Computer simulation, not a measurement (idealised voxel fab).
Process module under the name voxel transistor to metal
Square cells of 5 nm make up the cross-section cut, whose width is 175 nm.
Cross-section format: a grid of square cells, given as bands from top to bottom; each band is one or more rows of cells. Each band's line starts with the height of the band's top and of its bottom, in nm. Then come its materials from left to right, each with its width in nm. One material with "everywhere" fills the band from edge to edge. "air" is empty space. The level at which height equals 0 is the one under which the wafer, as it arrives, is entirely one material. No lower edge exists for the bottom band, which continues downward and is notated as in "z 0 and below". A width given as "30..40" starts at the first number in the band's top row and ends at the second number in its bottom row, shifting by an equal amount at every step from row to row. Step marked "identical to before"? Then no cell in the cross-section changed in it. Enclosed voids (no open way to top), threshold 8 cells or more, entry "Enclosed cavities", notation width x height at distance, distance from left edge, nm. The remark found on a step's line after its settings is issued by the simulator itself and pertains to that step. overlay nm: for a step with a mask, the amount by which the mask lay right of where it was planned; a negative amount means left of it.

This section lists the process steps that were planned
1: RECEIVE,material Si
2: OXIDIZE,depth nm 5
3: CONFORMAL_DEP,material SiN,thk nm 15
4: MASKED_ETCH,tone cover,mask id ACTIVE,width nm 105,etch materials SiN,depth nm 15,overlay nm 0
5: MASKED_ETCH,tone cover,mask id ACTIVE,width nm 105,etch materials SiO2,depth nm 5,overlay nm 0
6: MASKED_ETCH,tone cover,mask id ACTIVE,width nm 105,etch materials Si,depth nm 25,overlay nm 0
7: OXIDIZE,depth nm 5
8: FILL_DEP,material SiO2,thk nm 5
9: CMP,height nm 15
10: SELECTIVE_ETCH,etch materials SiO2,depth nm 15
11: STRIP,etch materials SiN
12: SELECTIVE_ETCH,etch materials SiO2,depth nm 5
13: OXIDIZE,depth nm 5
14: DIRECTIONAL_DEP,material polySi,thk nm 20
15: DIRECTIONAL_DEP,material SiCN,thk nm 10
16: DIRECTIONAL_DEP,material aC,thk nm 15
17: PATTERN,tone cover,mask id GATE,material resist,width nm 35,thk nm 35,overlay nm 0
18: DIRECTIONAL_ETCH,etch materials aC,depth nm 15
19: STRIP,etch materials resist
20: DIRECTIONAL_ETCH,etch materials SiCN,depth nm 20
21: DIRECTIONAL_ETCH,etch materials polySi,depth nm 30
22: STRIP,etch materials aC
23: CONFORMAL_DEP,material SiN,thk nm 5
24: DIRECTIONAL_ETCH,etch materials SiN,depth nm 5
25: DIRECTIONAL_ETCH,etch materials SiO2,depth nm 5
26: DIRECTIONAL_ETCH,etch materials Si,depth nm 10
27: EPI,material SiGe,thk nm 15
28: FILL_DEP,material SiO2,thk nm 5
29: CMP,height nm 15
30: STRIP,etch materials polySi
31: SELECTIVE_ETCH,etch materials SiO2,depth nm 5
32: CONFORMAL_DEP,material HfO2,thk nm 5
33: CONFORMAL_DEP,material TiN,thk nm 5
34: FILL_DEP,material W,thk nm 5
35: CMP,height nm 10
36: DIRECTIONAL_DEP,material SiO2,thk nm 15
37: MASKED_ETCH,tone open,mask id CONTACT,width nm 15,pitch nm 80,etch materials SiO2,depth nm 30,overlay nm 0
38: CONFORMAL_DEP,material TiN,thk nm 5
39: FILL_DEP,material W,thk nm 5
40: CMP,height nm 25
41: DIRECTIONAL_DEP,material TiN,thk nm 5
42: DIRECTIONAL_DEP,material W,thk nm 15
43: MASKED_ETCH,tone cover,mask id METAL_1,width nm 15,pitch nm 80,etch materials W,depth nm 15,overlay nm 0
44: MASKED_ETCH,tone cover,mask id METAL_1,width nm 15,pitch nm 80,etch materials TiN,depth nm 5,overlay nm 0
45: CONFORMAL_DEP,material SiCN,thk nm 5
46: FILL_DEP,material lowk,thk nm 5
47: CMP,height nm 45
48: CONFORMAL_DEP,material SiCN,thk nm 5
49: DIRECTIONAL_DEP,material SiO2,thk nm 30
50: PATTERN,tone open,mask id METAL_2,material resist,width nm 15,pitch nm 80,thk nm 15,overlay nm 0
51: DIRECTIONAL_ETCH,etch materials SiO2,depth nm 15
52: STRIP,etch materials resist
53: DIRECTIONAL_DEP,material aC,thk nm 10
54: PATTERN,tone open,mask id METAL_2_HOLES,material resist,width nm 15,pitch nm 80,thk nm 30,overlay nm 0
55: DIRECTIONAL_ETCH,etch materials aC,depth nm 10
56: STRIP,etch materials resist
57: DIRECTIONAL_ETCH,etch materials SiO2,depth nm 15
58: DIRECTIONAL_ETCH,etch materials SiCN,depth nm 5
59: STRIP,etch materials aC
60: CONFORMAL_DEP,material TiN,thk nm 5
61: FILL_DEP,material Cu,thk nm 10
62: CMP,height nm 80
63: CONFORMAL_DEP,material SiCN,thk nm 5

This is the cross-section of the wafer as we received it, i.e. after step 1
  z 0 and below = Si everywhere
  Enclosed cavities: none

Result of the module, cross-sectioned: start per above, plan per above, one error in how it was run
  z 85 to 80 = SiCN everywhere
  z 80 to 55 = 40 of SiO2 | 5 of TiN | 5 of Cu | 5 of TiN | 65 of SiO2 | 5 of TiN | 5 of Cu | 5 of TiN | 40 of SiO2
  z 55 to 50 = 40 of SiO2 | 15 of TiN | 65 of SiO2 | 15 of TiN | 40 of SiO2
  z 50 to 45 = SiO2 everywhere
  z 45 to 30 = 35 of lowk | 5 of SiCN | 15 of W | 5 of SiCN | 55 of lowk | 5 of SiCN | 15 of W | 5 of SiCN | 35 of lowk
  z 30 to 25 = 40 of SiCN | 15 of TiN | 65 of SiCN | 15 of TiN | 40 of SiCN
  z 25 to 10 = 40 of SiO2 | 5 of TiN | 5 of W | 5 of TiN | 65 of SiO2 | 5 of TiN | 5 of W | 5 of TiN | 40 of SiO2
  z 10 to 5 = 40 of SiO2 | 15 of TiN | 10 of SiO2 | 5 of SiN | 5 of HfO2 | 5 of TiN | 15 of W | 5 of TiN | 5 of HfO2 | 5 of SiN | 10 of SiO2 | 15 of TiN | 40 of SiO2
  z 5 to 0 = 40 of SiO2 | 10 of TiN | 15 of SiGe | 5 of SiN | 5 of HfO2 | 5 of TiN | 15 of W | 5 of TiN | 5 of HfO2 | 5 of SiN | 15 of SiGe | 10 of TiN | 40 of SiO2
  z 0 to -5 = 40 of SiO2 | 10 of TiN | 15 of SiGe | 5 of SiN | 5 of HfO2 | 25 of TiN | 5 of HfO2 | 5 of SiN | 15 of SiGe | 10 of TiN | 40 of SiO2
  z -5 to -10 = 35 of SiO2 | 30 of SiGe | 45 of HfO2 | 30 of SiGe | 35 of SiO2
  z -10 to -20 = 40 of SiO2 | 25 of SiGe | 45 of Si | 25 of SiGe | 40 of SiO2
  z -20 to -35 = 40 of SiO2 | 95 of Si | 40 of SiO2
  z -35 and below = Si everywhere
  Enclosed cavities: none
Want to know what went wrong? step 48 changed vs plan, executed as CONFORMAL_DEP,material SiO2,thk nm 5
